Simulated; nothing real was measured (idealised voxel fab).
The document below concerns the process module designated voxel plated lines.
Xsec cut, 215 nm wide, square cell size 5 nm.
Just so we're on the same page, the cross-sections are grids of square cells, and they're listed out in bands top to bottom, each band one or more rows deep. For a band, the entry starts with two heights in nm, that of the top and then that of the bottom, and carries on with the band's materials in order from left to right, each alongside its width in nm; the word "everywhere" beside a single material means it fills the band edge to edge, and "empty" means empty space. Heads up on the height convention: 0 is the point under which the incoming wafer is all one material, and the lowest band has no bottom, it just keeps going down, like "0 nm and below". The two numbers in a width such as "30..40" mark its ends across the band: the first belongs to the top row of cells, the second to the bottom row, and from each row to the next the width moves by the same amount. Basically "no alteration" means that step didn't change any cell in the cross-section. "Fully closed voids" means: voids of 8 cells or more that are shut off from the top with no open way through. Written width x height at distance, distance from the left edge, in nm. Past the settings on a step's line: simulator remark, on that step. overlay nm: where the mask lay relative to plan, measured to the right, on steps with a mask; negatives go left.
**plan**
| 1 | RECEIVE: material Si |
| 2 | CONFORMAL_DEP: material SiN, thk nm 10 |
| 3 | DIRECTIONAL_DEP: material TiN, thk nm 5 |
| 4 | PATTERN: tone open, mask id LINES, material resist, width nm 25, pitch nm 45, thk nm 40, overlay nm 0 |
| 5 | EPI: material Ru, thk nm 10 |
| 6 | EPI: material Ru, thk nm 10 |
| 7 | EPI: material Ru, thk nm 10 |
| 8 | STRIP: etch materials resist |
| 9 | DIRECTIONAL_ETCH: etch materials TiN, depth nm 5 |
| 10 | CONFORMAL_DEP: material SiCN, thk nm 10 |
**Cross-section: wafer on arrival = after step 1**
0 nm and below  Si everywhere
Fully closed voids: none
**Below is the wafer in cross-section after the module was completed. It began from the starting point shown above and followed the plan shown above, except that one mistake was made while running it**
65 nm to 55 nm  empty (40) | SiCN (135) | empty (40)
55 nm to 20 nm  empty (40) | SiCN (10) | Ru (25) | SiCN (20) | Ru (25) | SiCN (20) | Ru (25) | SiCN (10) | empty (40)
20 nm to 15 nm  SiCN (50) | Ru (25) | SiCN (20) | Ru (25) | SiCN (20) | Ru (25) | SiCN (50)
15 nm to 10 nm  SiCN (50) | TiN (25) | SiCN (20) | TiN (25) | SiCN (20) | TiN (25) | SiCN (50)
10 nm to 0 nm  SiN everywhere
0 nm and below  Si everywhere
Fully closed voids: none
what went wrong: one of steps 5, 6 and 7 run twice (steps identical, which one unknown)
